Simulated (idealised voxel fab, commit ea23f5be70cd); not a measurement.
Process module under the name voxel tone inversion
Xsec cut, 300 nm wide, square cell size 5 nm.
How to read a cross-section here: the picture is a grid of square cells, written as bands going from the top down, and any band can span one or more rows of cells. Heights first: top, then bottom, in nm. Then materials, left to right, each with a width in nm. "all across" on a single material: fills the band edge to edge. "empty": empty space. Zero point of the height axis is 0; under it, received wafer = one material. Lowest band: continues down indefinitely, "0..down". When a width is written as two numbers, as in "30->40", the first number is the width in the top row of cells of the band and the second is the width in its bottom row, and the width changes by the same amount from each row to the next. Basically "everything unchanged" means that step didn't change any cell in the cross-section. Voids not open to the top, 8 cells minimum: see "Enclosed cavities". Written width x height at distance; distance is from the left edge; nm. What comes after the settings on a step's line is commentary from the simulator itself on that step. The line of a step may include "overlay nm". On a step with a mask, this value is how far to the right of its planned place the mask lay. A negative value means the mask lay to the left.

# Below is the list of planned process steps
1 RECEIVE | material Si
2 CONFORMAL_DEP | material SiN | thk nm 5
3 DIRECTIONAL_DEP | material aC | thk nm 25
4 PATTERN | tone cover | mask id POSTS | material resist | width nm 20 | pitch nm 35 | thk nm 35 | overlay nm 0
5 DIRECTIONAL_ETCH | etch materials aC | depth nm 25
6 STRIP | etch materials resist
7 FILL_DEP | material SiO2 | thk nm 5
8 CMP | height nm 35
9 STRIP | etch materials aC
What sets these wafers apart? The thk nm at step 2. They all start alike, and the plan carries the first wafer's value.

# As-received state after step 1, first of several wafers, cross-section
- 0..down = Si all across
- Enclosed cavities: none

# The cross-section of the first of several wafers is given below for the end of the module, after its final step, step 9
- 35..30 = SiO2 all across
- 30..5 = 120 nm SiO2, 20 nm aC, 15 nm SiO2, 20 nm aC, 125 nm SiO2
- 5..0 = SiN all across
- 0..down = Si all across
- Enclosed cavities: none

# Last wafer of the set, cross-sectioned at end of module
- 35..25 = 120 nm SiO2, 20 nm empty, 15 nm SiO2, 20 nm empty, 125 nm SiO2
- 25..0 = SiN all across
- 0..down = Si all across
- Enclosed cavities: none

# Rows = wafers. At module end, each row lists per material the cells gained (+) or lost (-) since the wafer was received, then the closed voids
thk nm 5 | +60 SiN | +320 SiO2 | +40 aC | Enclosed cavities: none
thk nm 10 | +120 SiN | +260 SiO2 | Enclosed cavities: none
thk nm 15 | +180 SiN | +208 SiO2 | Enclosed cavities: none
thk nm 20 | +240 SiN | +156 SiO2 | Enclosed cavities: none
thk nm 25 | +300 SiN | +104 SiO2 | Enclosed cavities: none
